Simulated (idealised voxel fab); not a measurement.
Process module, titled voxel self aligned contacts
Cross-section cut: width 210 nm, square cells of 5 nm.
Cross-section, as written here: a square-cell grid given band by band from the top down, where a band holds one or more rows of cells. Top height, bottom height, nm. Materials left to right, width each, nm. Single material + "everywhere" = fills band edge to edge. "air" = empty. We count height from 0. Below that, the starting wafer is all one material. The lowest band never ends at the bottom but goes on down; see "from 0 down" for how that is written. Note: "30->40" means the width goes from the first number (top row of the band) to the second number (bottom row) in equal steps per row of cells. Take "nothing altered" at face value: in the step it is given for, the cross-section changed in none of its cells. The label "Fully enclosed voids" introduces a list of the empty spaces, 8 cells or larger, that have no open way up to the top; each entry in it reads width x height at distance, where the distance is taken from the left edge and all three are stated in nm. Post-settings text on a step line: simulator's own remark regarding the step. overlay nm, on a step with a mask: how far to the right of its planned place the mask lay; to the left if negative.

[Below is the list of planned process steps]
step 1: RECEIVE | material Si
step 2: OXIDIZE | depth nm 5
step 3: DIRECTIONAL_DEP | material polySi | thk nm 30
step 4: DIRECTIONAL_DEP | material SiN | thk nm 20
step 5: MASKED_ETCH | tone cover | mask id GATE | width nm 25 | pitch nm 60 | etch materials SiN | depth nm 20 | overlay nm 0
step 6: MASKED_ETCH | tone cover | mask id GATE | width nm 25 | pitch nm 60 | etch materials polySi | depth nm 30 | overlay nm 0
step 7: CONFORMAL_DEP | material SiN | thk nm 10
step 8: DIRECTIONAL_ETCH | etch materials SiN | depth nm 10
step 9: FILL_DEP | material SiO2 | thk nm 15
step 10: CMP | height nm 60
step 11: MASKED_ETCH | tone open | mask id CONTACT | width nm 45 | etch materials SiO2 | depth nm 65 | overlay nm 0
step 12: CONFORMAL_DEP | material TiN | thk nm 5
step 13: FILL_DEP | material W | thk nm 10
step 14: CMP | height nm 60
step 15: CONFORMAL_DEP | material SiN | thk nm 5

[This is the cross-section of the wafer as we received it, i.e. after step 1]
	from 0 down  Si everywhere
	Fully enclosed voids: none

[End-of-module XS, first of two wafers, run as planned]
	from 65 to 60  SiN everywhere
	from 60 to 50  SiO2 80; TiN 5->20; W 35->5; TiN 5->20; SiO2 85
	from 50 to 30  SiO2 50; SiN 45; TiN 5; W 5; TiN 5; SiN 45; SiO2 55
	from 30 to 0  SiO2 50; SiN 10; polySi 25; SiN 10; TiN 5; W 5; TiN 5; SiN 10; polySi 25; SiN 10; SiO2 55
	from 0 to -5  SiO2 95; TiN 15; SiO2 100
	from -5 down  Si everywhere
	Fully enclosed voids: none

[Cross-sectional image of the second wafer of the two following completion of the module. Starting state and process plan were the same as for the first wafer; one execution error occurred]
	from 65 to 60  SiN everywhere
	from 60 to 50  SiO2 80; TiN 5->20; W 35->5; TiN 5->20; SiO2 85
	from 50 to 25  SiO2 50; SiN 10; polySi 25; SiN 10; TiN 5; W 5; TiN 5; SiN 10; polySi 25; SiN 10; SiO2 55
	from 25 to 20  SiO2 50; SiN 10; polySi 25; SiN 10; TiN 15; SiN 10; polySi 25; SiN 10; SiO2 55
	from 20 to 0  SiN everywhere
	from 0 to -5  SiO2 everywhere
	from -5 down  Si everywhere
	Fully enclosed voids: none
what went wrong: steps 3 and 4 of the plan were each performed in the slot designated for the other
Final difference in cells, second wafer against first, listed per material as more or fewer: SiN +96, SiO2 -81, TiN -10, W -5
